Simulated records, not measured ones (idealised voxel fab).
process module | voxel fin reveal
cross-section cut | 160 nm wide | cells 5 nm
A cross-section is a grid of square cells, given in bands from the top down. A band is one or more rows of cells.
Each band's line starts with the height of the band's top and of its bottom, in nm. Then come its materials from left to right, each with its width in nm. One material with "throughout" fills the band from edge to edge. "air" is empty space.
Height 0 is the level under which the wafer as received is all one material. The lowest band goes on downwards, as in "0 down".
A width such as "30 to 40" changes by the same amount from each row of cells to the next, from the band's top row to its bottom row.
"no change" after a step means that no cell of the cross-section changed.
closed voids: empty space of 8 cells or more with no open way to the top, each as width x height at its distance from the left edge, in nm
after a step's settings: what the simulator itself notes on the step
overlay nm, on a step with a mask: how far to the right of its planned place the mask lay; to the left if negative
plan
1 op RECEIVE | material Si
2 op CONFORMAL_DEP | material SiN | thk nm 5
3 op DIRECTIONAL_DEP | material aC | thk nm 15
4 op PATTERN | tone cover | mask id FINS | material resist | width nm 15 | pitch nm 35 | thk nm 35 | overlay nm 0
5 op DIRECTIONAL_ETCH | etch materials aC | depth nm 15
6 op STRIP | etch materials resist
7 op DIRECTIONAL_ETCH | etch materials SiN | depth nm 5
8 op DIRECTIONAL_ETCH | etch materials Si | depth nm 30
9 op STRIP | etch materials aC
10 op OXIDIZE | depth nm 5
11 op FILL_DEP | material SiO2 | thk nm 10
12 op CMP | height nm 5
13 op SELECTIVE_ETCH | etch materials SiO2 | depth nm 15
14 op STRIP | etch materials SiN
15 op CONFORMAL_DEP | material SiO2 | thk nm 5
first wafer, as planned
as received, after step 1
  0 down: Si throughout
  closed voids: none
after step 2
  5 to 0: SiN throughout
  below 0: unchanged
after step 3
  20 to 5: aC throughout
  below 5: unchanged
after step 4
  55 to 20: air 20 | resist 15 | air 20 | resist 15 | air 20 | resist 15 | air 20 | resist 15 | air 20
  below 20: unchanged
after step 5
  40 to 20: air 20 | resist 15 | air 20 | resist 15 | air 20 | resist 15 | air 20 | resist 15 | air 20
  20 to 5: air 20 | aC 15 | air 20 | aC 15 | air 20 | aC 15 | air 20 | aC 15 | air 20
  below 5: unchanged
after step 6
  20 to 5: air 20 | aC 15 | air 20 | aC 15 | air 20 | aC 15 | air 20 | aC 15 | air 20
  below 5: unchanged
after step 7
  20 to 5: air 20 | aC 15 | air 20 | aC 15 | air 20 | aC 15 | air 20 | aC 15 | air 20
  5 to 0: air 20 | SiN 15 | air 20 | SiN 15 | air 20 | SiN 15 | air 20 | SiN 15 | air 20
  below 0: unchanged
after step 8
  20 to 5: air 20 | aC 15 | air 20 | aC 15 | air 20 | aC 15 | air 20 | aC 15 | air 20
  5 to 0: air 20 | SiN 15 | air 20 | SiN 15 | air 20 | SiN 15 | air 20 | SiN 15 | air 20
  0 to -30: air 20 | Si 15 | air 20 | Si 15 | air 20 | Si 15 | air 20 | Si 15 | air 20
  below -30: unchanged
after step 9
  5 to 0: air 20 | SiN 15 | air 20 | SiN 15 | air 20 | SiN 15 | air 20 | SiN 15 | air 20
  below 0: unchanged
after step 10
  5 to 0: air 20 | SiN 15 | air 20 | SiN 15 | air 20 | SiN 15 | air 20 | SiN 15 | air 20
  0 to -30: air 20 | SiO2 5 | Si 5 | SiO2 5 | air 20 | SiO2 5 | Si 5 | SiO2 5 | air 20 | SiO2 5 | Si 5 | SiO2 5 | air 20 | SiO2 5 | Si 5 | SiO2 5 | air 20
  -30 to -35: SiO2 25 | Si 5 | SiO2 30 | Si 5 | SiO2 30 | Si 5 | SiO2 30 | Si 5 | SiO2 25
  below -35: unchanged
after step 11
  15 to 5: SiO2 throughout
  5 to 0: SiO2 20 | SiN 15 | SiO2 20 | SiN 15 | SiO2 20 | SiN 15 | SiO2 20 | SiN 15 | SiO2 20
  0 to -35: SiO2 25 | Si 5 | SiO2 30 | Si 5 | SiO2 30 | Si 5 | SiO2 30 | Si 5 | SiO2 25
  below -35: unchanged
after step 12
  5 to 0: SiO2 20 | SiN 15 | SiO2 20 | SiN 15 | SiO2 20 | SiN 15 | SiO2 20 | SiN 15 | SiO2 20
  below 0: unchanged
after step 13
  5 to 0: air 20 | SiN 15 | air 20 | SiN 15 | air 20 | SiN 15 | air 20 | SiN 15 | air 20
  0 to -10: air 25 | Si 5 | air 30 | Si 5 | air 30 | Si 5 | air 30 | Si 5 | air 25
  below -10: unchanged
after step 14
  0 to -10: air 25 | Si 5 | air 30 | Si 5 | air 30 | Si 5 | air 30 | Si 5 | air 25
  below -10: unchanged
after step 15
  5 to 0: air 20 | SiO2 15 | air 20 | SiO2 15 | air 20 | SiO2 15 | air 20 | SiO2 15 | air 20
  0 to -5: air 20 | SiO2 5 | Si 5 | SiO2 5 | air 20 | SiO2 5 | Si 5 | SiO2 5 | air 20 | SiO2 5 | Si 5 | SiO2 5 | air 20 | SiO2 5 | Si 5 | SiO2 5 | air 20
  -5 to -35: SiO2 25 | Si 5 | SiO2 30 | Si 5 | SiO2 30 | Si 5 | SiO2 30 | Si 5 | SiO2 25
  below -35: unchanged
second wafer: like start, like plan, one mistake. Through step 12 it matches the first wafer
when step 13 should have ended
  5 to 0: air 20 | SiN 15 | air 20 | SiN 15 | air 20 | SiN 15 | air 20 | SiN 15 | air 20
  0 to -25: air 25 | Si 5 | air 30 | Si 5 | air 30 | Si 5 | air 30 | Si 5 | air 25
  below -25: unchanged
when step 14 should have ended
  0 to -25: air 25 | Si 5 | air 30 | Si 5 | air 30 | Si 5 | air 30 | Si 5 | air 25
  below -25: unchanged
when step 15 should have ended
  5 to 0: air 20 | SiO2 15 | air 20 | SiO2 15 | air 20 | SiO2 15 | air 20 | SiO2 15 | air 20
  0 to -20: air 20 | SiO2 5 | Si 5 | SiO2 5 | air 20 | SiO2 5 | Si 5 | SiO2 5 | air 20 | SiO2 5 | Si 5 | SiO2 5 | air 20 | SiO2 5 | Si 5 | SiO2 5 | air 20
  -20 to -35: SiO2 25 | Si 5 | SiO2 30 | Si 5 | SiO2 30 | Si 5 | SiO2 30 | Si 5 | SiO2 25
  below -35: unchanged
what went wrong: step 13 was run twice
at the end the second wafer has, in cells: 60 fewer of SiO2
